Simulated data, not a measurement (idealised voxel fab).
Process module under the name voxel self aligned contacts
Cross-sectional view cut (width: 220 nm; square cell size: 5 nm).
Cross-section = grid of square cells, listed top down in bands; band = one or more rows.
Heads up on the band format: heights come first, top then bottom, in nm. After that it's the materials left to right, each with its width in nm. A single material flagged "all across" fills the whole band edge to edge, and "empty" means there's empty space there.
Zero point of the height axis is 0; under it, received wafer = one material. Lowest band: continues down indefinitely, "top 0, no bottom".
Width: "30->40" (first number = top row, second number = bottom row, same change from row to row of cells).
Key: "remained the same" - step with no changed cell in the cross-section.
Look at "Non-vented voids" for the closed voids: empty spaces with no open path to the top, sized 8 cells or up. Each is width x height at distance, distance from the left edge, all nm.
If you see something after the settings on a step's line, that's the simulator's own remark about that step.
overlay nm: right-of-plan distance of the mask on a masked step; negative values mean left-of-plan.
THE STEPS PLANNED FOR THE PROCESS ARE AS FOLLOWS
1,RECEIVE [material Si]
2,CONFORMAL_DEP [material SiO2] [thk nm 5]
3,DIRECTIONAL_DEP [material polySi] [thk nm 25]
4,DIRECTIONAL_DEP [material SiN] [thk nm 25]
5,PATTERN [tone cover] [mask id GATE] [material resist] [width nm 30] [pitch nm 75] [thk nm 20] [overlay nm 0]
6,DIRECTIONAL_ETCH [etch materials SiN] [depth nm 25]
7,DIRECTIONAL_ETCH [etch materials polySi] [depth nm 25]
8,STRIP [etch materials resist]
9,CONFORMAL_DEP [material SiN] [thk nm 10]
10,DIRECTIONAL_ETCH [etch materials SiN] [depth nm 10]
11,FILL_DEP [material SiO2] [thk nm 15]
12,CMP [height nm 60]
13,MASKED_ETCH [tone open] [mask id CONTACT] [width nm 55] [etch materials SiO2] [depth nm 60] [overlay nm 0]
14,CONFORMAL_DEP [material TiN] [thk nm 5]
15,FILL_DEP [material W] [thk nm 5]
16,CMP [height nm 60]
17,CONFORMAL_DEP [material SiCN] [thk nm 5]
CROSS-SECTION OF THE INCOMING WAFER, STATE AFTER STEP 1
* top 0, no bottom  Si all across
* Non-vented voids: none
BELOW IS THE WAFER IN CROSS-SECTION AFTER THE MODULE WAS COMPLETED. IT BEGAN FROM THE STARTING POINT SHOWN ABOVE AND FOLLOWED THE PLAN SHOWN ABOVE, EXCEPT THAT ONE MISTAKE WAS MADE WHILE RUNNING IT
* top 65, bottom 60  SiCN all across
* top 60, bottom 55  polySi all across
* top 55, bottom 30  polySi 45 nm / SiN 50 nm / polySi 25 nm / SiN 50 nm / polySi 50 nm
* top 30, bottom 5  polySi 45 nm / SiN 10 nm / polySi 30 nm / SiN 10 nm / polySi 25 nm / SiN 10 nm / polySi 30 nm / SiN 10 nm / polySi 50 nm
* top 5, bottom 0  SiO2 all across
* top 0, no bottom  Si all across
* Non-vented voids: none
Deviation noted in wafer processing: it should be noted that step 11 was executed with settings other than those planned, the operation and settings actually applied being FILL_DEP [material polySi] [thk nm 15]
